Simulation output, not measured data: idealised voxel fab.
The process module presented herein is designated voxel capacitor over wiring.
Cross-section cut spans 145 nm and uses square cells 5 nm in size.
Cross-sections here: square-cell grids, written as top-down lists of bands, a band being one or more rows of cells.
First you get the band's top height and its bottom height, in nm, and then the materials it's made of, left to right, with each width in nm. If you see a single material with "everywhere", that one covers the band edge to edge. "empty" is empty space.
Heights are reckoned from 0. Under this level, the received wafer is all of one material. The bottommost band is open-ended downward, for example "0 nm and below".
A width given as "30 to 40" starts at the first number in the band's top row and ends at the second number in its bottom row, shifting by an equal amount at every step from row to row.
You'll sometimes find "all unchanged" written for a step, and that's the way of saying that nowhere in the cross-section did a cell change during that step.
"Enclosed cavity list" - sealed voids, min. 8 cells, no opening to top; format: width x height at distance (distance from left edge; nm throughout).
Note: text after step settings on the step line = simulator remark on that step.
The setting "overlay nm" may be written on the line of a step. When the step uses a mask, the value reports how far to the right of the planned place the mask lay, and a negative value reports that it lay to the left.
## Listed below are the process steps as planned
1) op RECEIVE | material Si
2) op CONFORMAL_DEP | material SiO2 | thk nm 15
3) op CONFORMAL_DEP | material SiCN | thk nm 5
4) op DIRECTIONAL_DEP | material lowk | thk nm 15
5) op PATTERN | tone open | mask id METAL_1 | material resist | width nm 25 | pitch nm 90 | thk nm 15 | overlay nm 0
6) op DIRECTIONAL_ETCH | etch materials lowk | depth nm 15
7) op DIRECTIONAL_ETCH | etch materials SiCN | depth nm 5
8) op STRIP | etch materials resist
9) op CONFORMAL_DEP | material TiN | thk nm 5
10) op FILL_DEP | material Ru | thk nm 5
11) op CMP | height nm 35
12) op EPI | material Ru | thk nm 5
13) op FILL_DEP | material SiCN | thk nm 5
14) op DIRECTIONAL_DEP | material lowk | thk nm 10
15) op MASKED_ETCH | tone open | mask id PLUG_1 | width nm 15 | etch materials lowk | depth nm 10 | overlay nm 0
16) op MASKED_ETCH | tone open | mask id PLUG_1 | width nm 15 | etch materials SiCN | depth nm 5 | overlay nm 0
17) op CONFORMAL_DEP | material TiN | thk nm 5
18) op FILL_DEP | material Ru | thk nm 5
19) op CMP | height nm 55
20) op DIRECTIONAL_DEP | material TiN | thk nm 10
21) op DIRECTIONAL_DEP | material SiN | thk nm 5
22) op DIRECTIONAL_DEP | material TiN | thk nm 5
23) op PATTERN | tone cover | mask id UPPER_PLATE | material resist | width nm 70 | thk nm 20 | overlay nm 0
24) op DIRECTIONAL_ETCH | etch materials TiN | depth nm 5
25) op DIRECTIONAL_ETCH | etch materials SiN | depth nm 5
26) op STRIP | etch materials resist
27) op MASKED_ETCH | tone cover | mask id LOWER_PLATE | width nm 80 | etch materials TiN | depth nm 10 | overlay nm 0
28) op FILL_DEP | material SiO2 | thk nm 15
29) op CMP | height nm 85
30) op PATTERN | tone open | mask id PLUG_2 | material resist | width nm 15 | thk nm 20 | overlay nm 0
31) op DIRECTIONAL_ETCH | etch materials SiO2 | depth nm 10
32) op STRIP | etch materials resist
33) op CONFORMAL_DEP | material TiN | thk nm 5
34) op FILL_DEP | material Ru | thk nm 10
35) op CMP | height nm 85
36) op CONFORMAL_DEP | material SiCN | thk nm 5
## Cross-section, incoming material, after step 1
    0 nm and below: Si everywhere
    Enclosed cavity list: none
## Final wafer profile in cross-section after the module, from the same start and plan as above, with one mistake made during processing
    90 nm to 85 nm: SiCN everywhere
    85 nm to 80 nm: 35 nm SiO2; 5 nm TiN; 5 nm Ru; 5 nm TiN; 95 nm SiO2
    80 nm to 70 nm: 35 to 25 nm SiO2; 15 to 70 nm TiN; 95 to 50 nm SiO2
    70 nm to 65 nm: 25 nm SiO2; 70 nm SiN; 50 nm SiO2
    65 nm to 55 nm: 20 nm SiO2; 80 nm TiN; 45 nm SiO2
    55 nm to 45 nm: 25 nm lowk; 5 nm TiN; 5 nm Ru; 5 nm TiN; 105 nm lowk
    45 nm to 40 nm: 25 nm SiCN; 15 nm TiN; 105 nm SiCN
    40 nm to 35 nm: 15 nm SiCN; 30 nm Ru; 60 nm SiCN; 30 nm Ru; 10 nm SiCN
    35 nm to 20 nm: 20 nm lowk; 5 nm TiN; 10 nm Ru; 5 nm TiN; 70 nm lowk; 5 nm TiN; 10 nm Ru; 5 nm TiN; 15 nm lowk
    20 nm to 15 nm: 20 nm SiCN; 20 nm TiN; 70 nm SiCN; 20 nm TiN; 15 nm SiCN
    15 nm to 0 nm: SiO2 everywhere
    0 nm and below: Si everywhere
    Enclosed cavity list: none
What was done differently from what was planned? step 5: run off-plan, actual operation and settings op PATTERN | tone open | mask id METAL_1 | material resist | width nm 20 | pitch nm 90 | thk nm 15 | overlay nm 0
